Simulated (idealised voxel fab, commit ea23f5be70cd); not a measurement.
process module | voxel quadruple lines
cross-section cut | 255 nm wide | cells 5 nm
A cross-section is a grid of square cells, given in bands from the top down. A band is one or more rows of cells.
Each band's line starts with the height of the band's top and of its bottom, in nm. Then come its materials from left to right, each with its width in nm. One material with "throughout" fills the band from edge to edge. "air" is empty space.
Height 0 is the level under which the wafer as received is all one material. The lowest band goes on downwards, as in "0 down".
A width such as "30 to 40" changes by the same amount from each row of cells to the next, from the band's top row to its bottom row.
"no change" after a step means that no cell of the cross-section changed.
closed voids: empty space of 8 cells or more with no open way to the top, each as width x height at its distance from the left edge, in nm
after a step's settings: what the simulator itself notes on the step
overlay nm, on a step with a mask: how far to the right of its planned place the mask lay; to the left if negative
plan
1 op RECEIVE | material Si
2 op CONFORMAL_DEP | material Al2O3 | thk nm 5
3 op DIRECTIONAL_DEP | material W | thk nm 15
4 op DIRECTIONAL_DEP | material polySi | thk nm 20
5 op DIRECTIONAL_DEP | material aC | thk nm 20
6 op PATTERN | tone cover | mask id MANDREL | material resist | width nm 20 | pitch nm 60 | thk nm 25 | overlay nm 0
7 op DIRECTIONAL_ETCH | etch materials aC | depth nm 20
8 op STRIP | etch materials resist
9 op CONFORMAL_DEP | material SiO2 | thk nm 10
10 op DIRECTIONAL_ETCH | etch materials SiO2 | depth nm 10
11 op STRIP | etch materials aC
12 op DIRECTIONAL_ETCH | etch materials polySi | depth nm 20
13 op STRIP | etch materials SiO2
14 op CONFORMAL_DEP | material SiN | thk nm 5
15 op DIRECTIONAL_ETCH | etch materials SiN | depth nm 5
16 op STRIP | etch materials polySi
17 op DIRECTIONAL_ETCH | etch materials W | depth nm 15
18 op STRIP | etch materials SiN
19 op FILL_DEP | material lowk | thk nm 5
20 op CMP | height nm 20
as received, after step 1
  0 down: Si throughout
  closed voids: none
a wafer at the end: this start, this plan, one mistake
  20 to 15: lowk throughout
  15 to 0: lowk 70 | W 5 | lowk 10 | W 5 | lowk 10 | W 5 | lowk 10 | W 5 | lowk 10 | W 5 | lowk 10 | W 5 | lowk 10 | W 5 | lowk 10 | W 5 | lowk 75
  0 down: Si throughout
  closed voids: none
what went wrong: step 2 was left out
